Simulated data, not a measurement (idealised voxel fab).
Proc. module: voxel plated lines
Displayed cross-section: cut, width of 265 nm, square cells sized 5 nm.
If you're reading a cross-section in this doc, picture square cells in a grid; it comes to you as bands, top ones listed first down to the bottom, and a band can be one or more rows of cells.
Quick guide to a band line: top height, bottom height (nm) up front; then every material left to right with its width in nm. Only one material and it's marked "everywhere"? Then it fills the band edge to edge. And "empty" just means empty space.
Height 0 is the level under which the wafer as received is all one material. The lowest band goes on downwards, as in "0 -> down".
Width: "30 to 40" (first number = top row, second number = bottom row, same change from row to row of cells).
Key: "everything unchanged" - step with no changed cell in the cross-section.
Sealed void listing: empty space of 8 cells or more with no open way to the top, each as width x height at its distance from the left edge, in nm
That trailing text on a step's line, after the settings, is the simulator's own remark on the step.
"overlay nm", when on a step's line for a step with a mask, measures how far to the right of its planned place the mask lay; a negative measure means to the left.

-- Here's what the planned process steps look like
- 1: RECEIVE: material Si
- 2: CONFORMAL_DEP: material SiO2, thk nm 5
- 3: DIRECTIONAL_DEP: material TiN, thk nm 5
- 4: PATTERN: tone open, mask id LINES, material resist, width nm 20, pitch nm 45, thk nm 25, overlay nm 0
- 5: EPI: material Ru, thk nm 5
- 6: EPI: material Ru, thk nm 5
- 7: STRIP: etch materials resist
- 8: DIRECTIONAL_ETCH: etch materials TiN, depth nm 5
- 9: CONFORMAL_DEP: material SiN, thk nm 5
For clarity, it should be stated that the wafers under discussion commence in an identical condition and differ with respect to the thk nm of step 3, the plan indicating the value that the first wafer had.

-- After step 1, as received: first of several wafers, cross-section
> 0 -> down: Si everywhere
> Sealed void listing: none

-- The cross-section of the first of several wafers is given below for the end of the module, after its final step, step 9
> 25 -> 20: empty=50 / SiN=30 / empty=15 / SiN=30 / empty=15 / SiN=30 / empty=15 / SiN=30 / empty=50
> 20 -> 10: empty=50 / SiN=5 / Ru=20 / SiN=5 / empty=15 / SiN=5 / Ru=20 / SiN=5 / empty=15 / SiN=5 / Ru=20 / SiN=5 / empty=15 / SiN=5 / Ru=20 / SiN=5 / empty=50
> 10 -> 5: SiN=55 / TiN=20 / SiN=25 / TiN=20 / SiN=25 / TiN=20 / SiN=25 / TiN=20 / SiN=55
> 5 -> 0: SiO2 everywhere
> 0 -> down: Si everywhere
> Sealed void listing: none

-- End of module: cross-section, last of several wafers
> 40 -> 35: empty=50 / SiN=30 / empty=15 / SiN=30 / empty=15 / SiN=30 / empty=15 / SiN=30 / empty=50
> 35 -> 25: empty=50 / SiN=5 / Ru=20 / SiN=5 / empty=15 / SiN=5 / Ru=20 / SiN=5 / empty=15 / SiN=5 / Ru=20 / SiN=5 / empty=15 / SiN=5 / Ru=20 / SiN=5 / empty=50
> 25 -> 20: SiN=55 / TiN=20 / SiN=25 / TiN=20 / SiN=25 / TiN=20 / SiN=25 / TiN=20 / SiN=55
> 20 -> 5: TiN everywhere
> 5 -> 0: SiO2 everywhere
> 0 -> down: Si everywhere
> Sealed void listing: none

-- Each row below is a wafer at the end of the module, listing for every material the number of cells it has gained (+) or lost (-) since it was received, followed by its closed voids
thk nm 5 | +32 Ru | +77 SiN | +53 SiO2 | +16 TiN | Sealed void listing: none
thk nm 10 | +32 Ru | +77 SiN | +53 SiO2 | +69 TiN | Sealed void listing: none
thk nm 15 | +32 Ru | +77 SiN | +53 SiO2 | +122 TiN | Sealed void listing: none
thk nm 20 | +32 Ru | +77 SiN | +53 SiO2 | +175 TiN | Sealed void listing: none
